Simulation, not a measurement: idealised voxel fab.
process module | voxel trench capacitor
cross-section cut | 260 nm wide | cells 5 nm
A cross-section is a grid of square cells, given in bands from the top down. A band is one or more rows of cells.
Each band's line starts with the height of the band's top and of its bottom, in nm. Then come its materials from left to right, each with its width in nm. One material with "throughout" fills the band from edge to edge. "air" is empty space.
Height 0 is the level under which the wafer as received is all one material. The lowest band goes on downwards, as in "0 down".
A width such as "30 to 40" changes by the same amount from each row of cells to the next, from the band's top row to its bottom row.
"no change" after a step means that no cell of the cross-section changed.
closed voids: empty space of 8 cells or more with no open way to the top, each as width x height at its distance from the left edge, in nm
after a step's settings: what the simulator itself notes on the step
overlay nm, on a step with a mask: how far to the right of its planned place the mask lay; to the left if negative
plan
1 op RECEIVE | material Si
2 op CONFORMAL_DEP | material SiN | thk nm 10
3 op DIRECTIONAL_DEP | material aC | thk nm 15
4 op PATTERN | tone open | mask id TRENCH | material resist | width nm 30 | pitch nm 60 | thk nm 35 | overlay nm 0
5 op DIRECTIONAL_ETCH | etch materials aC | depth nm 15
6 op STRIP | etch materials resist
7 op DIRECTIONAL_ETCH | etch materials SiN | depth nm 10
8 op DIRECTIONAL_ETCH | etch materials Si | depth nm 40
9 op STRIP | etch materials aC
10 op CONFORMAL_DEP | material HfO2 | thk nm 5
11 op CONFORMAL_DEP | material TiN | thk nm 5
12 op FILL_DEP | material W | thk nm 10
13 op CMP | height nm 10
as received, after step 1
  0 down: Si throughout
  closed voids: none
a wafer at the end: this start, this plan, one mistake
  10 to 0: SiN 30 | HfO2 5 | TiN 5 | W 10 | TiN 5 | HfO2 5 | SiN 30 | HfO2 5 | TiN 5 | W 10 | TiN 5 | HfO2 5 | SiN 30 | HfO2 5 | TiN 5 | W 10 | TiN 5 | HfO2 5 | SiN 30 | HfO2 5 | TiN 5 | W 10 | TiN 5 | HfO2 5 | SiN 20
  0 to -30: Si 30 | HfO2 5 | TiN 5 | W 10 | TiN 5 | HfO2 5 | Si 30 | HfO2 5 | TiN 5 | W 10 | TiN 5 | HfO2 5 | Si 30 | HfO2 5 | TiN 5 | W 10 | TiN 5 | HfO2 5 | Si 30 | HfO2 5 | TiN 5 | W 10 | TiN 5 | HfO2 5 | Si 20
  -30 to -35: Si 30 | HfO2 5 | TiN 20 | HfO2 5 | Si 30 | HfO2 5 | TiN 20 | HfO2 5 | Si 30 | HfO2 5 | TiN 20 | HfO2 5 | Si 30 | HfO2 5 | TiN 20 | HfO2 5 | Si 20
  -35 to -40: Si 30 | HfO2 30 | Si 30 | HfO2 30 | Si 30 | HfO2 30 | Si 30 | HfO2 30 | Si 20
  -40 down: Si throughout
  closed voids: none
what went wrong: step 4 ran as: op PATTERN | tone open | mask id TRENCH | material resist | width nm 30 | pitch nm 60 | thk nm 35 | overlay nm 5
